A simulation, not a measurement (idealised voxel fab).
The document below concerns the process module designated voxel released beams.
The figure presents cross-section cut, which has a width of 290 nm and is divided into square cells with an edge length of 5 nm.
How to read a cross-section here: the picture is a grid of square cells, written as bands going from the top down, and any band can span one or more rows of cells.
What a band's entry tells you: where the top is and where the bottom is, as heights in nm, and after that what lies inside, material by material from left to right, each with its width in nm. Empty space is written as the word "blank", and a single material marked with the word "full width" occupies the band from edge to edge.
We count height from 0. Below that, the starting wafer is all one material. The lowest band never ends at the bottom but goes on down; see "0..down" for how that is written.
Think of "30 to 40" as a width that walks from the first number to the second as you go down the band, top row to bottom row, taking equal-sized steps from row to row.
It should be understood that the words "stayed the same", when stated for a given step, signify that the cross-section underwent no change in any of its cells during that step.
Basically, "Sealed internal cavities" tells you about the enclosed voids: empty spaces with no open way to the top, 8 cells or bigger, each written width x height at distance, where distance is from the left edge, all in nm.
Post-settings text on a step line: simulator's own remark regarding the step.
"overlay nm" answers the question of how far to the right of plan the mask lay on a step that has a mask, and when it is negative the answer is to the left.

So here's the lineup of process steps we planned:
1 RECEIVE | material Si
2 CONFORMAL_DEP | material Al2O3 | thk nm 5
3 DIRECTIONAL_DEP | material SiO2 | thk nm 10
4 PATTERN | tone open | mask id ANCHOR | material resist | width nm 35 | thk nm 20 | overlay nm 0
5 DIRECTIONAL_ETCH | etch materials SiO2 | depth nm 10
6 STRIP | etch materials resist
7 CONFORMAL_DEP | material SiN | thk nm 10
8 PATTERN | tone cover | mask id BEAM | material resist | width nm 90 | thk nm 20 | overlay nm 0
9 DIRECTIONAL_ETCH | etch materials SiN | depth nm 10
10 STRIP | etch materials resist
11 STRIP | etch materials SiO2

This is the cross-section of the wafer as we received it, i.e. after step 1:
* 0..down  Si full width
* Sealed internal cavities: none

First of two wafers, end-of-module section, run followed plan:
* 25..15  blank: 95 / SiN: 15 / blank: 15 / SiN: 60 / blank: 105
* 15..5  blank: 100 / SiN: 35 / blank: 155
* 5..0  Al2O3 full width
* 0..down  Si full width
* Sealed internal cavities: none

Cross-section of the latter of the two wafers at module completion. It had an identical start and an identical plan to the former; in running it, one mistake was made:
* 25..15  blank: 95 / SiN: 90 / blank: 105
* 15..0  Al2O3 full width
* 0..down  Si full width
* Sealed internal cavities: none
Diagnosis: step 3 ran as: DIRECTIONAL_DEP | material Al2O3 | thk nm 10
The final cell counts differ between the wafers, with the second having more or fewer of some materials than the first: 116 more of Al2O3; 8 fewer of SiN
